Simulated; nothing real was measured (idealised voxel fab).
process module | voxel capacitor over wiring
This is section cut - it's 265 nm across, gridded in 5 nm square cells.
If you're reading a cross-section in this doc, picture square cells in a grid; it comes to you as bands, top ones listed first down to the bottom, and a band can be one or more rows of cells. Band entry format. Leading values: height of top, height of bottom, nm. Remainder: materials in left-to-right order, each with its width in nm. Special words: "throughout" on a single material, which then fills the band edge to edge; "air", empty space. Counting heights begins at 0, where everything beneath is, in the wafer as received, one material. The lowest band has no bottom; it goes on downwards, as "0 -> down" shows. The notation "30->40" denotes a width that varies across the rows of cells in the band, beginning at the first number in the top row, finishing at the second number in the bottom row, and changing by an identical amount from each row to the next. No cell of the cross-section changed in a step that is given as "stayed the same". The entry "Enclosed void list" lists the empty spaces that cover at least 8 cells and have no open path to the top. Each is written as width x height at distance, where the distance is measured from the left edge and all three values are in nm. Post-settings text on a step line: simulator's own remark regarding the step. Each step line may optionally specify "overlay nm", which for a step with a mask gives the rightward distance between the mask's planned place and where it lay, a negative value indicating the leftward direction.

# This section lists the process steps that were planned
- 1: RECEIVE, material Si
- 2: CONFORMAL_DEP, material SiO2, thk nm 15
- 3: CONFORMAL_DEP, material SiCN, thk nm 5
- 4: DIRECTIONAL_DEP, material SiO2, thk nm 20
- 5: MASKED_ETCH, tone open, mask id METAL_1, width nm 30, pitch nm 90, etch materials SiO2, depth nm 20, overlay nm 0
- 6: MASKED_ETCH, tone open, mask id METAL_1, width nm 30, pitch nm 90, etch materials SiCN, depth nm 5, overlay nm 0
- 7: CONFORMAL_DEP, material TiN, thk nm 5
- 8: FILL_DEP, material Cu, thk nm 10
- 9: CMP, height nm 40
- 10: CONFORMAL_DEP, material SiCN, thk nm 5
- 11: DIRECTIONAL_DEP, material lowk, thk nm 15
- 12: PATTERN, tone open, mask id PLUG_1, material resist, width nm 15, thk nm 20, overlay nm 0
- 13: DIRECTIONAL_ETCH, etch materials lowk, depth nm 15
- 14: DIRECTIONAL_ETCH, etch materials SiCN, depth nm 5
- 15: STRIP, etch materials resist
- 16: EPI, material Ru, thk nm 10
- 17: EPI, material Ru, thk nm 10
- 18: DIRECTIONAL_DEP, material TiN, thk nm 5
- 19: DIRECTIONAL_DEP, material HfO2, thk nm 5
- 20: DIRECTIONAL_DEP, material TiN, thk nm 5
- 21: DIRECTIONAL_DEP, material aC, thk nm 15
- 22: PATTERN, tone cover, mask id UPPER_PLATE, material resist, width nm 65, thk nm 30, overlay nm 0
- 23: DIRECTIONAL_ETCH, etch materials aC, depth nm 15
- 24: STRIP, etch materials resist
- 25: DIRECTIONAL_ETCH, etch materials TiN, depth nm 5
- 26: DIRECTIONAL_ETCH, etch materials HfO2, depth nm 5
- 27: STRIP, etch materials aC
- 28: MASKED_ETCH, tone cover, mask id LOWER_PLATE, width nm 75, etch materials TiN, depth nm 5, overlay nm 0
- 29: FILL_DEP, material SiO2, thk nm 15
- 30: CMP, height nm 85
- 31: DIRECTIONAL_DEP, material aC, thk nm 15
- 32: PATTERN, tone open, mask id PLUG_2, material resist, width nm 15, thk nm 30, overlay nm 0
- 33: DIRECTIONAL_ETCH, etch materials aC, depth nm 15
- 34: STRIP, etch materials resist
- 35: DIRECTIONAL_ETCH, etch materials SiO2, depth nm 10
- 36: STRIP, etch materials aC
- 37: CONFORMAL_DEP, material TiN, thk nm 5
- 38: FILL_DEP, material Cu, thk nm 5
- 39: CMP, height nm 85
- 40: CONFORMAL_DEP, material SiCN, thk nm 5

# Shown in cross-section is the wafer as received, that is, as it stands after step 1
* 0 -> down = Si throughout
* Enclosed void list: none

# This is how the wafer looks in cross-section once the module is done, given the starting state and plan above and one mistake in carrying the plan out
* 90 -> 85 = SiCN throughout
* 85 -> 80 = 95 SiO2 / 5 TiN / 5 Cu / 5 TiN / 155 SiO2
* 80 -> 70 = 95->85 SiO2 / 15->65 TiN / 155->115 SiO2
* 70 -> 65 = 85 SiO2 / 65 HfO2 / 115 SiO2
* 65 -> 60 = 80 SiO2 / 75 TiN / 110 SiO2
* 60 -> 45 = 85 lowk / 15 Ru / 165 lowk
* 45 -> 40 = 85 SiCN / 15 Ru / 165 SiCN
* 40 -> 20 = 70 SiO2 / 5 Ru / 20 Cu / 5 Ru / 60 SiO2 / 5 Ru / 20 Cu / 5 Ru / 75 SiO2
* 20 -> 15 = 70 SiCN / 30 Ru / 60 SiCN / 30 Ru / 75 SiCN
* 15 -> 0 = SiO2 throughout
* 0 -> down = Si throughout
* Enclosed void list: none
Short version of what went wrong: the process deviated at step 7: the operation and settings actually run there were CONFORMAL_DEP, material Ru, thk nm 5
